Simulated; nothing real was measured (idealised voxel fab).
Process module, titled voxel double patterning
Section shown: cut. Width: 255 nm. Cell size: 5 nm, square.
Notation: cross-section as square-cell grid; stated in bands, top first, going down; one or more cell rows per band.
This entry defines a band. It first specifies the height of the band's top and the height of its bottom in nm, and then specifies the band's materials from left to right, stating each material with its width in nm. The word "edge to edge" identifies a single material that fills the band from edge to edge, while the word "empty" identifies empty space.
Note: height 0 marks the level under which the wafer is uniformly one material as received. Lowest band unbounded below, written "from 0 down".
Think of "30 to 40" as a width that walks from the first number to the second as you go down the band, top row to bottom row, taking equal-sized steps from row to row.
Step note "nothing was modified" = no cross-section cell changed.
The label "closed voids" introduces a list of the empty spaces, 8 cells or larger, that have no open way up to the top; each entry in it reads width x height at distance, where the distance is taken from the left edge and all three are stated in nm.
It should be noted that, on the line of a given step, the content following the step's settings is a remark produced by the simulator itself with respect to that step.
For masked steps, "overlay nm" on the step line gives how far right of plan the mask actually lay; a minus sign means it lay to the left.

## Listed below are the process steps as planned
1,RECEIVE with material Si
2,CONFORMAL_DEP with material SiN, thk nm 10
3,DIRECTIONAL_DEP with material SiO2, thk nm 15
4,DIRECTIONAL_DEP with material SiCN, thk nm 5
5,DIRECTIONAL_DEP with material aC, thk nm 10
6,PATTERN with tone open, mask id FIRST, material resist, width nm 15, pitch nm 50, thk nm 25, overlay nm 0
7,DIRECTIONAL_ETCH with etch materials aC, depth nm 10
8,STRIP with etch materials resist
9,DIRECTIONAL_ETCH with etch materials SiCN, depth nm 5
10,STRIP with etch materials aC
11,MASKED_ETCH with tone open, mask id SECOND, width nm 15, etch materials SiCN, depth nm 5, overlay nm 0
12,DIRECTIONAL_ETCH with etch materials SiO2, depth nm 15
13,STRIP with etch materials SiCN

## First wafer, two in total, run as planned

## Incoming wafer, cross-sectional view, post step 1
from 0 down  Si edge to edge
closed voids: none

## So this is the wafer cross-section right after step 2
from 10 to 0  SiN edge to edge
Heights below 0 show no change.

## So this is the wafer cross-section right after step 3
from 25 to 10  SiO2 edge to edge
Heights below 10 show no change.

## So this is the wafer cross-section right after step 4
from 30 to 25  SiCN edge to edge
Heights below 25 show no change.

## So this is the wafer cross-section right after step 5
from 40 to 30  aC edge to edge
Heights below 30 show no change.

## So this is the wafer cross-section right after step 6
from 65 to 40  resist 95; empty 15; resist 35; empty 15; resist 95
Heights below 40 show no change.

## So this is the wafer cross-section right after step 7
from 55 to 40  resist 95; empty 15; resist 35; empty 15; resist 95
from 40 to 30  aC 95; empty 15; aC 35; empty 15; aC 95
Heights below 30 show no change.

## So this is the wafer cross-section right after step 8
from 40 to 30  aC 95; empty 15; aC 35; empty 15; aC 95
Heights below 30 show no change.

## So this is the wafer cross-section right after step 9
from 40 to 30  aC 95; empty 15; aC 35; empty 15; aC 95
from 30 to 25  SiCN 95; empty 15; SiCN 35; empty 15; SiCN 95
Heights below 25 show no change.

## So this is the wafer cross-section right after step 10
from 30 to 25  SiCN 95; empty 15; SiCN 35; empty 15; SiCN 95
Heights below 25 show no change.

## So this is the wafer cross-section right after step 11
from 30 to 25  SiCN 95; empty 15; SiCN 10; empty 15; SiCN 10; empty 15; SiCN 95
Heights below 25 show no change.

## So this is the wafer cross-section right after step 12
from 30 to 25  SiCN 95; empty 15; SiCN 10; empty 15; SiCN 10; empty 15; SiCN 95
from 25 to 10  SiO2 95; empty 15; SiO2 10; empty 15; SiO2 10; empty 15; SiO2 95
Heights below 10 show no change.

## So this is the wafer cross-section right after step 13
from 25 to 10  SiO2 95; empty 15; SiO2 10; empty 15; SiO2 10; empty 15; SiO2 95
Heights below 10 show no change.

## second wafer: like start, like plan, one mistake. Through step 1 it matches the first wafer

Cross-sectional view of the second wafer at the intended end time of process step 2: nothing was modified

## Cross-sectional view of the second wafer at the intended end time of process step 3
from 15 to 0  SiO2 edge to edge
Heights below 0 show no change.

## Cross-sectional view of the second wafer at the intended end time of process step 4
from 20 to 15  SiCN edge to edge
Heights below 15 show no change.

## Cross-sectional view of the second wafer at the intended end time of process step 5
from 30 to 20  aC edge to edge
Heights below 20 show no change.

## Cross-sectional view of the second wafer at the intended end time of process step 6
from 55 to 30  resist 95; empty 15; resist 35; empty 15; resist 95
Heights below 30 show no change.

## Cross-sectional view of the second wafer at the intended end time of process step 7
from 45 to 30  resist 95; empty 15; resist 35; empty 15; resist 95
from 30 to 20  aC 95; empty 15; aC 35; empty 15; aC 95
Heights below 20 show no change.

## Cross-sectional view of the second wafer at the intended end time of process step 8
from 30 to 20  aC 95; empty 15; aC 35; empty 15; aC 95
Heights below 20 show no change.

## Cross-sectional view of the second wafer at the intended end time of process step 9
from 30 to 20  aC 95; empty 15; aC 35; empty 15; aC 95
from 20 to 15  SiCN 95; empty 15; SiCN 35; empty 15; SiCN 95
Heights below 15 show no change.

## Cross-sectional view of the second wafer at the intended end time of process step 10
from 20 to 15  SiCN 95; empty 15; SiCN 35; empty 15; SiCN 95
Heights below 15 show no change.

## Cross-sectional view of the second wafer at the intended end time of process step 11
from 20 to 15  SiCN 95; empty 15; SiCN 10; empty 15; SiCN 10; empty 15; SiCN 95
Heights below 15 show no change.

## Cross-sectional view of the second wafer at the intended end time of process step 12
from 20 to 15  SiCN 95; empty 15; SiCN 10; empty 15; SiCN 10; empty 15; SiCN 95
from 15 to 0  SiO2 95; empty 15; SiO2 10; empty 15; SiO2 10; empty 15; SiO2 95
Heights below 0 show no change.

## Cross-sectional view of the second wafer at the intended end time of process step 13
from 15 to 0  SiO2 95; empty 15; SiO2 10; empty 15; SiO2 10; empty 15; SiO2 95
Heights below 0 show no change.
Against the plan, the run slipped here: it should be noted that step 2 of the plan was omitted and was not performed
At the finish, the second wafer shows more or fewer cells for some materials than the first does: 102 fewer of SiN
